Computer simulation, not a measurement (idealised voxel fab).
process module | voxel double patterning
cross-section cut | 285 nm wide | cells 5 nm
A cross-section is a grid of square cells, given in bands from the top down. A band is one or more rows of cells.
Each band's line starts with the height of the band's top and of its bottom, in nm. Then come its materials from left to right, each with its width in nm. One material with "throughout" fills the band from edge to edge. "air" is empty space.
Height 0 is the level under which the wafer as received is all one material. The lowest band goes on downwards, as in "0 down".
A width such as "30 to 40" changes by the same amount from each row of cells to the next, from the band's top row to its bottom row.
"no change" after a step means that no cell of the cross-section changed.
closed voids: empty space of 8 cells or more with no open way to the top, each as width x height at its distance from the left edge, in nm
after a step's settings: what the simulator itself notes on the step
overlay nm, on a step with a mask: how far to the right of its planned place the mask lay; to the left if negative
plan
1 op RECEIVE | material Si
2 op CONFORMAL_DEP | material SiO2 | thk nm 5
3 op DIRECTIONAL_DEP | material W | thk nm 10
4 op DIRECTIONAL_DEP | material SiCN | thk nm 10
5 op MASKED_ETCH | tone open | mask id FIRST | width nm 15 | pitch nm 50 | etch materials SiCN | depth nm 10 | overlay nm 0
6 op DIRECTIONAL_DEP | material aC | thk nm 15
7 op PATTERN | tone open | mask id SECOND | material resist | width nm 15 | thk nm 30 | overlay nm 0
8 op DIRECTIONAL_ETCH | etch materials aC | depth nm 15
9 op STRIP | etch materials resist
10 op DIRECTIONAL_ETCH | etch materials SiCN | depth nm 10
11 op STRIP | etch materials aC
12 op DIRECTIONAL_ETCH | etch materials W | depth nm 10
13 op STRIP | etch materials SiCN
as received, after step 1
  0 down: Si throughout
  closed voids: none
a wafer at the end: this start, this plan, one mistake
  15 to 5: air 135 | W 15 | air 135
  5 to 0: SiO2 throughout
  0 down: Si throughout
  closed voids: none
what went wrong: step 7 ran as: op PATTERN | tone cover | mask id SECOND | material resist | width nm 15 | thk nm 30 | overlay nm 0
